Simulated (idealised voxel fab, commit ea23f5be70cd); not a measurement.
process module | voxel self aligned contacts
cross-section cut | 200 nm wide | cells 5 nm
A cross-section is a grid of square cells, given in bands from the top down. A band is one or more rows of cells.
Each band's line starts with the height of the band's top and of its bottom, in nm. Then come its materials from left to right, each with its width in nm. One material with "throughout" fills the band from edge to edge. "air" is empty space.
Height 0 is the level under which the wafer as received is all one material. The lowest band goes on downwards, as in "0 down".
A width such as "30 to 40" changes by the same amount from each row of cells to the next, from the band's top row to its bottom row.
"no change" after a step means that no cell of the cross-section changed.
closed voids: empty space of 8 cells or more with no open way to the top, each as width x height at its distance from the left edge, in nm
after a step's settings: what the simulator itself notes on the step
overlay nm, on a step with a mask: how far to the right of its planned place the mask lay; to the left if negative
plan
1 op RECEIVE | material Si
2 op OXIDIZE | depth nm 5
3 op DIRECTIONAL_DEP | material polySi | thk nm 20
4 op DIRECTIONAL_DEP | material SiN | thk nm 25
5 op DIRECTIONAL_DEP | material aC | thk nm 10
6 op PATTERN | tone cover | mask id GATE | material resist | width nm 30 | pitch nm 65 | thk nm 30 | overlay nm 0
7 op DIRECTIONAL_ETCH | etch materials aC | depth nm 10
8 op STRIP | etch materials resist
9 op DIRECTIONAL_ETCH | etch materials SiN | depth nm 25
10 op DIRECTIONAL_ETCH | etch materials polySi | depth nm 20
11 op STRIP | etch materials aC
12 op CONFORMAL_DEP | material SiN | thk nm 10
13 op DIRECTIONAL_ETCH | etch materials SiN | depth nm 10
14 op FILL_DEP | material SiO2 | thk nm 20
15 op CMP | height nm 55
16 op MASKED_ETCH | tone open | mask id CONTACT | width nm 45 | pitch nm 65 | etch materials SiO2 | depth nm 60 | overlay nm 0
17 op CONFORMAL_DEP | material TiN | thk nm 5
18 op FILL_DEP | material Ru | thk nm 10
19 op CMP | height nm 55
20 op CONFORMAL_DEP | material SiN | thk nm 5
as received, after step 1
  0 down: Si throughout
  closed voids: none
a wafer at the end: this start, this plan, one mistake
  60 to 55: SiN throughout
  55 to 40: SiO2 10 | SiN 50 | TiN 5 | Ru 5 | TiN 5 | SiN 50 | TiN 5 | Ru 5 | TiN 5 | SiN 50 | SiO2 10
  40 to 25: SiO2 10 | SiN 10 | polySi 30 | SiN 10 | TiN 5 | Ru 5 | TiN 5 | SiN 10 | polySi 30 | SiN 10 | TiN 5 | Ru 5 | TiN 5 | SiN 10 | polySi 30 | SiN 10 | SiO2 10
  25 to 20: SiO2 10 | SiN 10 | polySi 30 | SiN 10 | TiN 15 | SiN 10 | polySi 30 | SiN 10 | TiN 15 | SiN 10 | polySi 30 | SiN 10 | SiO2 10
  20 to 0: polySi throughout
  0 to -5: SiO2 throughout
  -5 down: Si throughout
  closed voids: none
what went wrong: step 3 was run twice
